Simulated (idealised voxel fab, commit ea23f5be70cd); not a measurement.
The process module that follows is named voxel plated lines.
The cross-section shown here is cut; it is 225 nm wide and divided into square cells measuring 5 nm on a side.
When this document writes out a cross-section, it uses a grid of square cells and lists it as bands, beginning at the top and moving down, with a band standing for one or more rows of cells. Band: top height; bottom height; in nm. Then, left to right: material with width in nm, for each material. "full width": a single material spanning edge to edge. "blank": empty space. Heights from 0 (as-received wafer is one material below). Bottom band endless downward, as "top 0, no bottom". Width "30..40": first value at the band's top row of cells, second value at its bottom row, equal change from row to row. Where the words "remained the same" appear for a step, the cross-section shows no cell changed by that step; every cell remained as before. In "Enclosed internal cavities" the enclosed voids are listed, meaning empty spaces of 8 cells or larger without any opening to the top. The form is width x height at distance, distance from the left edge, units nm. after a step's settings: what the simulator itself notes on the step. overlay nm: for a step with a mask, the amount by which the mask lay right of where it was planned; a negative amount means left of it.

plan:
1 RECEIVE [material Si]
2 CONFORMAL_DEP [material Al2O3] [thk nm 10]
3 DIRECTIONAL_DEP [material TiN] [thk nm 5]
4 PATTERN [tone open] [mask id LINES] [material resist] [width nm 15] [pitch nm 35] [thk nm 40] [overlay nm 0]
5 EPI [material Ru] [thk nm 10]
6 EPI [material Ru] [thk nm 5]
7 EPI [material Ru] [thk nm 10]
8 STRIP [etch materials resist]
9 DIRECTIONAL_ETCH [etch materials TiN] [depth nm 5]
10 CONFORMAL_DEP [material SiN] [thk nm 5]

Incoming wafer in cross-section (state: after step 1):
- top 0, no bottom: Si full width
- Enclosed internal cavities: none

Here's the wafer cut in cross-section after the module, started and planned just like above, except one thing was done wrong in the run:
- top 45, bottom 40: 80 nm blank, then 30 nm SiN, then 5 nm blank, then 30 nm SiN, then 80 nm blank
- top 40, bottom 15: 80 nm blank, then 5 nm SiN, then 20 nm Ru, then 5 nm SiN, then 5 nm blank, then 5 nm SiN, then 20 nm Ru, then 5 nm SiN, then 80 nm blank
- top 15, bottom 10: 85 nm SiN, then 20 nm TiN, then 15 nm SiN, then 20 nm TiN, then 85 nm SiN
- top 10, bottom 0: Al2O3 full width
- top 0, no bottom: Si full width
- Enclosed internal cavities: none
What broke from the plan during processing? heads up, step 4 didn't go per plan, it actually ran as PATTERN [tone open] [mask id LINES] [material resist] [width nm 20] [pitch nm 35] [thk nm 40] [overlay nm 0]
